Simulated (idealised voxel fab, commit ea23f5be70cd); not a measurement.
Process module, titled voxel quadruple lines
The figure presents cross-section cut, which has a width of 265 nm and is divided into square cells with an edge length of 5 nm.
The cross-sections in this document take the form of a grid made of square cells. They are written out as bands, in order from top to bottom. Each band consists of one or more rows of cells.
Heads up on the band format: heights come first, top then bottom, in nm. After that it's the materials left to right, each with its width in nm. A single material flagged "throughout" fills the whole band edge to edge, and "air" means there's empty space there.
Where do heights start? At 0: under that level the wafer as delivered is made of one material only. And the lowest band has no floor; it just carries on downward, as in "0 nm and below".
The expression "30..40" gives the width at the extremes of the band, the first number at its top row of cells and the second at its bottom row, with the width changing by equal amounts from each row to the next in between.
"nothing different" (step): cross-section cells unchanged, all of them.
Entry "Closed void catalog". Content: empty spaces with no open connection to the top, size 8 cells or greater. Each: width x height at distance. Distance: from left edge. Unit: nm.
If you see something after the settings on a step's line, that's the simulator's own remark about that step.
You can add "overlay nm" to a step's line. For a step with a mask, it describes how far the mask lay to the right of its planned position, and a negative number describes a lay to the left.
Listed below are the process steps as planned:
1. RECEIVE,material Si
2. CONFORMAL_DEP,material SiO2,thk nm 10
3. DIRECTIONAL_DEP,material Ru,thk nm 15
4. DIRECTIONAL_DEP,material polySi,thk nm 20
5. DIRECTIONAL_DEP,material aC,thk nm 25
6. PATTERN,tone cover,mask id MANDREL,material resist,width nm 25,thk nm 35,overlay nm -15
7. DIRECTIONAL_ETCH,etch materials aC,depth nm 25
8. STRIP,etch materials resist
9. CONFORMAL_DEP,material SiO2,thk nm 15
10. DIRECTIONAL_ETCH,etch materials SiO2,depth nm 15
11. STRIP,etch materials aC
12. DIRECTIONAL_ETCH,etch materials polySi,depth nm 20
13. STRIP,etch materials SiO2
14. CONFORMAL_DEP,material SiN,thk nm 5
15. DIRECTIONAL_ETCH,etch materials SiN,depth nm 5
16. STRIP,etch materials polySi
17. DIRECTIONAL_ETCH,etch materials Ru,depth nm 15
18. STRIP,etch materials SiN
Heads up: all these wafers start the same, and what changes between them is the overlay nm in step 6. The value you see in the plan is just what the first wafer got.
Cross-section of the first of several wafers on receipt, reflecting completion of step 1:
> 0 nm and below  Si throughout
> Closed void catalog: none
Per wafer (row), end of module: delta in cells per material since receipt, (+) for gained, (-) for lost; closed voids after that:
overlay nm -15; +12 Ru; +106 SiO2; Closed void catalog: none
overlay nm -10; +12 Ru; +106 SiO2; Closed void catalog: none
overlay nm -5; +12 Ru; +106 SiO2; Closed void catalog: none
overlay nm 0; +12 Ru; +106 SiO2; Closed void catalog: none
overlay nm 5; +12 Ru; +106 SiO2; Closed void catalog: none
overlay nm 10; +12 Ru; +106 SiO2; Closed void catalog: none
overlay nm 15; +12 Ru; +106 SiO2; Closed void catalog: none
